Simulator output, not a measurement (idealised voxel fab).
process module | voxel wiring stack
cross-section cut | 255 nm wide | cells 5 nm
A cross-section is a grid of square cells, given in bands from the top down. A band is one or more rows of cells.
Each band's line starts with the height of the band's top and of its bottom, in nm. Then come its materials from left to right, each with its width in nm. One material with "throughout" fills the band from edge to edge. "air" is empty space.
Height 0 is the level under which the wafer as received is all one material. The lowest band goes on downwards, as in "0 down".
A width such as "30 to 40" changes by the same amount from each row of cells to the next, from the band's top row to its bottom row.
"no change" after a step means that no cell of the cross-section changed.
closed voids: empty space of 8 cells or more with no open way to the top, each as width x height at its distance from the left edge, in nm
after a step's settings: what the simulator itself notes on the step
overlay nm, on a step with a mask: how far to the right of its planned place the mask lay; to the left if negative
plan
1 op RECEIVE | material Si
2 op CONFORMAL_DEP | material SiO2 | thk nm 15
3 op CONFORMAL_DEP | material SiCN | thk nm 5
4 op DIRECTIONAL_DEP | material lowk | thk nm 15
5 op DIRECTIONAL_DEP | material aC | thk nm 15
6 op PATTERN | tone open | mask id METAL_1 | material resist | width nm 25 | pitch nm 50 | thk nm 30 | overlay nm 0
7 op DIRECTIONAL_ETCH | etch materials aC | depth nm 15
8 op STRIP | etch materials resist
9 op DIRECTIONAL_ETCH | etch materials lowk | depth nm 15
10 op DIRECTIONAL_ETCH | etch materials SiCN | depth nm 5
11 op STRIP | etch materials aC
12 op CONFORMAL_DEP | material TiN | thk nm 5
13 op FILL_DEP | material Cu | thk nm 5
14 op CMP | height nm 35
15 op CONFORMAL_DEP | material SiCN | thk nm 5
16 op DIRECTIONAL_DEP | material lowk | thk nm 15
17 op DIRECTIONAL_DEP | material aC | thk nm 15
18 op PATTERN | tone open | mask id PLUG_1 | material resist | width nm 15 | pitch nm 50 | thk nm 35 | overlay nm 0
19 op DIRECTIONAL_ETCH | etch materials aC | depth nm 15
20 op STRIP | etch materials resist
21 op DIRECTIONAL_ETCH | etch materials lowk | depth nm 15
22 op DIRECTIONAL_ETCH | etch materials SiCN | depth nm 5
23 op STRIP | etch materials aC
24 op EPI | material Ru | thk nm 10
25 op EPI | material Ru | thk nm 10
26 op CONFORMAL_DEP | material SiN | thk nm 5
27 op DIRECTIONAL_DEP | material lowk | thk nm 15
28 op MASKED_ETCH | tone open | mask id METAL_2 | width nm 25 | pitch nm 50 | etch materials lowk | depth nm 15 | overlay nm 0
29 op MASKED_ETCH | tone open | mask id METAL_2 | width nm 25 | pitch nm 50 | etch materials SiN | depth nm 5 | overlay nm 0
30 op CONFORMAL_DEP | material TiN | thk nm 5
31 op FILL_DEP | material W | thk nm 5
32 op CMP | height nm 75
33 op CONFORMAL_DEP | material SiCN | thk nm 5
34 op DIRECTIONAL_DEP | material SiO2 | thk nm 15
35 op PATTERN | tone open | mask id PLUG_2 | material resist | width nm 15 | pitch nm 50 | thk nm 15 | overlay nm 0
36 op DIRECTIONAL_ETCH | etch materials SiO2 | depth nm 15
37 op DIRECTIONAL_ETCH | etch materials SiCN | depth nm 5
38 op STRIP | etch materials resist
39 op EPI | material Ru | thk nm 10
40 op EPI | material Ru | thk nm 10
41 op DIRECTIONAL_DEP | material TiN | thk nm 5
42 op DIRECTIONAL_DEP | material W | thk nm 15
43 op DIRECTIONAL_DEP | material aC | thk nm 10
44 op PATTERN | tone cover | mask id METAL_3 | material resist | width nm 25 | pitch nm 50 | thk nm 25 | overlay nm 0
45 op DIRECTIONAL_ETCH | etch materials aC | depth nm 10
46 op STRIP | etch materials resist
47 op DIRECTIONAL_ETCH | etch materials W | depth nm 15
48 op DIRECTIONAL_ETCH | etch materials TiN | depth nm 5
49 op STRIP | etch materials aC
50 op CONFORMAL_DEP | material SiCN | thk nm 5
51 op FILL_DEP | material SiO2 | thk nm 10
52 op CMP | height nm 115
53 op CONFORMAL_DEP | material SiCN | thk nm 5
as received, after step 1
  0 down: Si throughout
  closed voids: none
a wafer at the end: this start, this plan, one mistake
  120 to 115: SiCN throughout
  115 to 100: SiO2 85 | SiCN 5 | W 25 | SiCN 5 | SiO2 15 | SiCN 5 | W 25 | SiCN 5 | SiO2 85
  100 to 95: SiCN 90 | TiN 25 | SiCN 25 | TiN 25 | SiCN 90
  95 to 80: SiO2 90 | Ru 15 | SiO2 35 | Ru 15 | SiO2 100
  80 to 75: SiCN 90 | Ru 15 | SiCN 35 | Ru 15 | SiCN 100
  75 to 60: lowk 90 | TiN 5 | W 15 | TiN 5 | lowk 25 | TiN 5 | W 15 | TiN 5 | lowk 90
  60 to 55: SiN 90 | TiN 25 | SiN 25 | TiN 25 | SiN 90
  55 to 50: SiCN 90 | SiN 5 | TiN 5 | SiN 5 | SiCN 35 | SiN 5 | TiN 5 | SiN 5 | SiCN 100
  50 to 35: lowk throughout
  35 to 20: lowk 90 | TiN 5 | Cu 15 | TiN 5 | lowk 25 | TiN 5 | Cu 15 | TiN 5 | lowk 90
  20 to 15: SiCN 90 | TiN 25 | SiCN 25 | TiN 25 | SiCN 90
  15 to 0: SiO2 throughout
  0 down: Si throughout
  closed voids: none
what went wrong: steps 15 and 16 were swapped
